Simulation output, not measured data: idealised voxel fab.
Module name: voxel self aligned vias (process module)
We display cut, a cross-section 230 nm in width whose square cells are each 5 nm.
Each cross-section below is a grid of square cells, stated as bands in top-down order, with one or more rows of cells making up each band.
Per band: top height and bottom height in nm, followed by the left-to-right materials and their widths in nm; "edge to edge" marks a single material spanning edge to edge, "empty" marks empty space.
Height is counted from the level 0, under which the received wafer is composed throughout of one material. The lowest of the bands is not closed at the bottom but continues downward, in the notation "0 nm and below".
So if you see something like "30->40" for the width, read it as the top row of the band sitting at the first number and the bottom row at the second, with every row in between moving by the same amount as the last.
Step note "no modification" = no cross-section cell changed.
Closed-off voids of 8+ cells (no open route to the top) go in "Sealed void inventory", written width x height at distance from the left edge, in nm.
Note: text after step settings on the step line = simulator remark on that step.
A step line may carry the setting "overlay nm", which, for steps involving a mask, states the distance by which the mask lay to the right of its intended position; negative values denote displacement to the left.
**Process steps foreseen in the plan**
| 1 | RECEIVE (material Si) |
| 2 | CONFORMAL_DEP (material SiO2; thk nm 10) |
| 3 | CONFORMAL_DEP (material SiCN; thk nm 5) |
| 4 | DIRECTIONAL_DEP (material SiO2; thk nm 25) |
| 5 | PATTERN (tone open; mask id LINES; material resist; width nm 20; pitch nm 55; thk nm 20; overlay nm 0) |
| 6 | DIRECTIONAL_ETCH (etch materials SiO2; depth nm 25) |
| 7 | STRIP (etch materials resist) |
| 8 | CONFORMAL_DEP (material TiN; thk nm 5) |
| 9 | FILL_DEP (material W; thk nm 5) |
| 10 | CMP (height nm 40) |
| 11 | SELECTIVE_ETCH (etch materials W Ru TiN; depth nm 10) |
| 12 | FILL_DEP (material SiN; thk nm 10) |
| 13 | CMP (height nm 40) |
| 14 | DIRECTIONAL_DEP (material SiO2; thk nm 20) |
| 15 | DIRECTIONAL_DEP (material aC; thk nm 15) |
| 16 | PATTERN (tone open; mask id VIAS; material resist; width nm 40; pitch nm 55; thk nm 30; overlay nm 0) |
| 17 | DIRECTIONAL_ETCH (etch materials aC; depth nm 15) |
| 18 | STRIP (etch materials resist) |
| 19 | DIRECTIONAL_ETCH (etch materials SiO2; depth nm 20) |
| 20 | DIRECTIONAL_ETCH (etch materials SiN; depth nm 10) |
| 21 | STRIP (etch materials aC) |
| 22 | CONFORMAL_DEP (material TiN; thk nm 5) |
| 23 | FILL_DEP (material Ru; thk nm 5) |
| 24 | CMP (height nm 60) |
| 25 | CONFORMAL_DEP (material SiCN; thk nm 5) |
**The first wafer of two, processed as planned**
**Cross-section of the wafer as it came to us, i.e., already through step 1**
- 0 nm and below: Si edge to edge
- Sealed void inventory: none
**Cross-sectional representation of the wafer at the conclusion of step 2**
- 10 nm to 0 nm: SiO2 edge to edge
- Everything under 0 stays put, no change at all.
**Cross-sectional representation of the wafer at the conclusion of step 3**
- 15 nm to 10 nm: SiCN edge to edge
- Everything under 10 stays put, no change at all.
**Cross-sectional representation of the wafer at the conclusion of step 4**
- 40 nm to 15 nm: SiO2 edge to edge
- Everything under 15 stays put, no change at all.
**Cross-sectional representation of the wafer at the conclusion of step 5**
- 60 nm to 40 nm: 75 nm resist / 20 nm empty / 35 nm resist / 20 nm empty / 80 nm resist
- Everything under 40 stays put, no change at all.
**Cross-sectional representation of the wafer at the conclusion of step 6**
- 60 nm to 40 nm: 75 nm resist / 20 nm empty / 35 nm resist / 20 nm empty / 80 nm resist
- 40 nm to 15 nm: 75 nm SiO2 / 20 nm empty / 35 nm SiO2 / 20 nm empty / 80 nm SiO2
- Everything under 15 stays put, no change at all.
**Cross-sectional representation of the wafer at the conclusion of step 7**
- 40 nm to 15 nm: 75 nm SiO2 / 20 nm empty / 35 nm SiO2 / 20 nm empty / 80 nm SiO2
- Everything under 15 stays put, no change at all.
**Cross-sectional representation of the wafer at the conclusion of step 8**
- 45 nm to 40 nm: 80 nm TiN / 10 nm empty / 45 nm TiN / 10 nm empty / 85 nm TiN
- 40 nm to 20 nm: 75 nm SiO2 / 5 nm TiN / 10 nm empty / 5 nm TiN / 35 nm SiO2 / 5 nm TiN / 10 nm empty / 5 nm TiN / 80 nm SiO2
- 20 nm to 15 nm: 75 nm SiO2 / 20 nm TiN / 35 nm SiO2 / 20 nm TiN / 80 nm SiO2
- Everything under 15 stays put, no change at all.
**Cross-sectional representation of the wafer at the conclusion of step 9**
- 50 nm to 45 nm: W edge to edge
- 45 nm to 40 nm: 80 nm TiN / 10 nm W / 45 nm TiN / 10 nm W / 85 nm TiN
- 40 nm to 20 nm: 75 nm SiO2 / 5 nm TiN / 10 nm W / 5 nm TiN / 35 nm SiO2 / 5 nm TiN / 10 nm W / 5 nm TiN / 80 nm SiO2
- Everything under 20 stays put, no change at all.
**Cross-sectional representation of the wafer at the conclusion of step 10**
- 40 nm to 20 nm: 75 nm SiO2 / 5 nm TiN / 10 nm W / 5 nm TiN / 35 nm SiO2 / 5 nm TiN / 10 nm W / 5 nm TiN / 80 nm SiO2
- Everything under 20 stays put, no change at all.
**Cross-sectional representation of the wafer at the conclusion of step 11**
- 40 nm to 30 nm: 75 nm SiO2 / 20 nm empty / 35 nm SiO2 / 20 nm empty / 80 nm SiO2
- Everything under 30 stays put, no change at all.
**Cross-sectional representation of the wafer at the conclusion of step 12**
- 50 nm to 40 nm: SiN edge to edge
- 40 nm to 30 nm: 75 nm SiO2 / 20 nm SiN / 35 nm SiO2 / 20 nm SiN / 80 nm SiO2
- Everything under 30 stays put, no change at all.
**Cross-sectional representation of the wafer at the conclusion of step 13**
- 40 nm to 30 nm: 75 nm SiO2 / 20 nm SiN / 35 nm SiO2 / 20 nm SiN / 80 nm SiO2
- Everything under 30 stays put, no change at all.
**Cross-sectional representation of the wafer at the conclusion of step 14**
- 60 nm to 40 nm: SiO2 edge to edge
- Everything under 40 stays put, no change at all.
**Cross-sectional representation of the wafer at the conclusion of step 15**
- 75 nm to 60 nm: aC edge to edge
- Everything under 60 stays put, no change at all.
**Cross-sectional representation of the wafer at the conclusion of step 16**
- 105 nm to 75 nm: 65 nm resist / 40 nm empty / 15 nm resist / 40 nm empty / 70 nm resist
- Everything under 75 stays put, no change at all.
**Cross-sectional representation of the wafer at the conclusion of step 17**
- 90 nm to 75 nm: 65 nm resist / 40 nm empty / 15 nm resist / 40 nm empty / 70 nm resist
- 75 nm to 60 nm: 65 nm aC / 40 nm empty / 15 nm aC / 40 nm empty / 70 nm aC
- Everything under 60 stays put, no change at all.
**Cross-sectional representation of the wafer at the conclusion of step 18**
- 75 nm to 60 nm: 65 nm aC / 40 nm empty / 15 nm aC / 40 nm empty / 70 nm aC
- Everything under 60 stays put, no change at all.
**Cross-sectional representation of the wafer at the conclusion of step 19**
- 75 nm to 60 nm: 65 nm aC / 40 nm empty / 15 nm aC / 40 nm empty / 70 nm aC
- 60 nm to 40 nm: 65 nm SiO2 / 40 nm empty / 15 nm SiO2 / 40 nm empty / 70 nm SiO2
- Everything under 40 stays put, no change at all.
**Cross-sectional representation of the wafer at the conclusion of step 20**
- 75 nm to 60 nm: 65 nm aC / 40 nm empty / 15 nm aC / 40 nm empty / 70 nm aC
- 60 nm to 40 nm: 65 nm SiO2 / 40 nm empty / 15 nm SiO2 / 40 nm empty / 70 nm SiO2
- 40 nm to 30 nm: 75 nm SiO2 / 20 nm empty / 35 nm SiO2 / 20 nm empty / 80 nm SiO2
- Everything under 30 stays put, no change at all.
**Cross-sectional representation of the wafer at the conclusion of step 21**
- 60 nm to 40 nm: 65 nm SiO2 / 40 nm empty / 15 nm SiO2 / 40 nm empty / 70 nm SiO2
- Everything under 40 stays put, no change at all.
**Cross-sectional representation of the wafer at the conclusion of step 22**
- 65 nm to 60 nm: 70 nm TiN / 30 nm empty / 25 nm TiN / 30 nm empty / 75 nm TiN
- 60 nm to 45 nm: 65 nm SiO2 / 5 nm TiN / 30 nm empty / 5 nm TiN / 15 nm SiO2 / 5 nm TiN / 30 nm empty / 5 nm TiN / 70 nm SiO2
- 45 nm to 35 nm: 65->75 nm SiO2 / 15->5 nm TiN / 10 nm empty / 15->5 nm TiN / 15->35 nm SiO2 / 15->5 nm TiN / 10 nm empty / 15->5 nm TiN / 70->80 nm SiO2
- 35 nm to 30 nm: 75 nm SiO2 / 20 nm TiN / 35 nm SiO2 / 20 nm TiN / 80 nm SiO2
- Everything under 30 stays put, no change at all.
**Cross-sectional representation of the wafer at the conclusion of step 23**
- 70 nm to 65 nm: Ru edge to edge
- 65 nm to 60 nm: 70 nm TiN / 30 nm Ru / 25 nm TiN / 30 nm Ru / 75 nm TiN
- 60 nm to 45 nm: 65 nm SiO2 / 5 nm TiN / 30 nm Ru / 5 nm TiN / 15 nm SiO2 / 5 nm TiN / 30 nm Ru / 5 nm TiN / 70 nm SiO2
- 45 nm to 35 nm: 65->75 nm SiO2 / 15->5 nm TiN / 10 nm Ru / 15->5 nm TiN / 15->35 nm SiO2 / 15->5 nm TiN / 10 nm Ru / 15->5 nm TiN / 70->80 nm SiO2
- Everything under 35 stays put, no change at all.
**Cross-sectional representation of the wafer at the conclusion of step 24**
- 60 nm to 45 nm: 65 nm SiO2 / 5 nm TiN / 30 nm Ru / 5 nm TiN / 15 nm SiO2 / 5 nm TiN / 30 nm Ru / 5 nm TiN / 70 nm SiO2
- Everything under 45 stays put, no change at all.
**Cross-sectional representation of the wafer at the conclusion of step 25**
- 65 nm to 60 nm: SiCN edge to edge
- Everything under 60 stays put, no change at all.
**The second wafer was prepared from the same starting point and under the same plan as the first; its processing contained one mistake, and it remains indistinguishable from the first wafer up to and including step 15**
**Second wafer, cut view, end of step 16 per plan**
- 105 nm to 75 nm: 70 nm resist / 30 nm empty / 25 nm resist / 30 nm empty / 75 nm resist
- Everything under 75 stays put, no change at all.
**Second wafer, cut view, end of step 17 per plan**
- 90 nm to 75 nm: 70 nm resist / 30 nm empty / 25 nm resist / 30 nm empty / 75 nm resist
- 75 nm to 60 nm: 70 nm aC / 30 nm empty / 25 nm aC / 30 nm empty / 75 nm aC
- Everything under 60 stays put, no change at all.
**Second wafer, cut view, end of step 18 per plan**
- 75 nm to 60 nm: 70 nm aC / 30 nm empty / 25 nm aC / 30 nm empty / 75 nm aC
- Everything under 60 stays put, no change at all.
**Second wafer, cut view, end of step 19 per plan**
- 75 nm to 60 nm: 70 nm aC / 30 nm empty / 25 nm aC / 30 nm empty / 75 nm aC
- 60 nm to 40 nm: 70 nm SiO2 / 30 nm empty / 25 nm SiO2 / 30 nm empty / 75 nm SiO2
- Everything under 40 stays put, no change at all.
**Second wafer, cut view, end of step 20 per plan**
- 75 nm to 60 nm: 70 nm aC / 30 nm empty / 25 nm aC / 30 nm empty / 75 nm aC
- 60 nm to 40 nm: 70 nm SiO2 / 30 nm empty / 25 nm SiO2 / 30 nm empty / 75 nm SiO2
- 40 nm to 30 nm: 75 nm SiO2 / 20 nm empty / 35 nm SiO2 / 20 nm empty / 80 nm SiO2
- Everything under 30 stays put, no change at all.
**Second wafer, cut view, end of step 21 per plan**
- 60 nm to 40 nm: 70 nm SiO2 / 30 nm empty / 25 nm SiO2 / 30 nm empty / 75 nm SiO2
- Everything under 40 stays put, no change at all.
**Second wafer, cut view, end of step 22 per plan**
- 65 nm to 60 nm: 75 nm TiN / 20 nm empty / 35 nm TiN / 20 nm empty / 80 nm TiN
- 60 nm to 45 nm: 70 nm SiO2 / 5 nm TiN / 20 nm empty / 5 nm TiN / 25 nm SiO2 / 5 nm TiN / 20 nm empty / 5 nm TiN / 75 nm SiO2
- 45 nm to 35 nm: 70->75 nm SiO2 / 10->5 nm TiN / 10 nm empty / 10->5 nm TiN / 25->35 nm SiO2 / 10->5 nm TiN / 10 nm empty / 10->5 nm TiN / 75->80 nm SiO2
- 35 nm to 30 nm: 75 nm SiO2 / 20 nm TiN / 35 nm SiO2 / 20 nm TiN / 80 nm SiO2
- Everything under 30 stays put, no change at all.
**Second wafer, cut view, end of step 23 per plan**
- 70 nm to 65 nm: Ru edge to edge
- 65 nm to 60 nm: 75 nm TiN / 20 nm Ru / 35 nm TiN / 20 nm Ru / 80 nm TiN
- 60 nm to 45 nm: 70 nm SiO2 / 5 nm TiN / 20 nm Ru / 5 nm TiN / 25 nm SiO2 / 5 nm TiN / 20 nm Ru / 5 nm TiN / 75 nm SiO2
- 45 nm to 35 nm: 70->75 nm SiO2 / 10->5 nm TiN / 10 nm Ru / 10->5 nm TiN / 25->35 nm SiO2 / 10->5 nm TiN / 10 nm Ru / 10->5 nm TiN / 75->80 nm SiO2
- Everything under 35 stays put, no change at all.
**Second wafer, cut view, end of step 24 per plan**
- 60 nm to 45 nm: 70 nm SiO2 / 5 nm TiN / 20 nm Ru / 5 nm TiN / 25 nm SiO2 / 5 nm TiN / 20 nm Ru / 5 nm TiN / 75 nm SiO2
- Everything under 45 stays put, no change at all.
**Second wafer, cut view, end of step 25 per plan**
- 65 nm to 60 nm: SiCN edge to edge
- Everything under 60 stays put, no change at all.
Diagnosis: note that step 16 departed from the planned setting and was carried out as PATTERN (tone open; mask id VIAS; material resist; width nm 30; pitch nm 55; thk nm 30; overlay nm 0)
Final wafer comparison in cells, second versus first, more or fewer per material: 12 fewer of Ru, 16 more of SiO2, 4 fewer of TiN
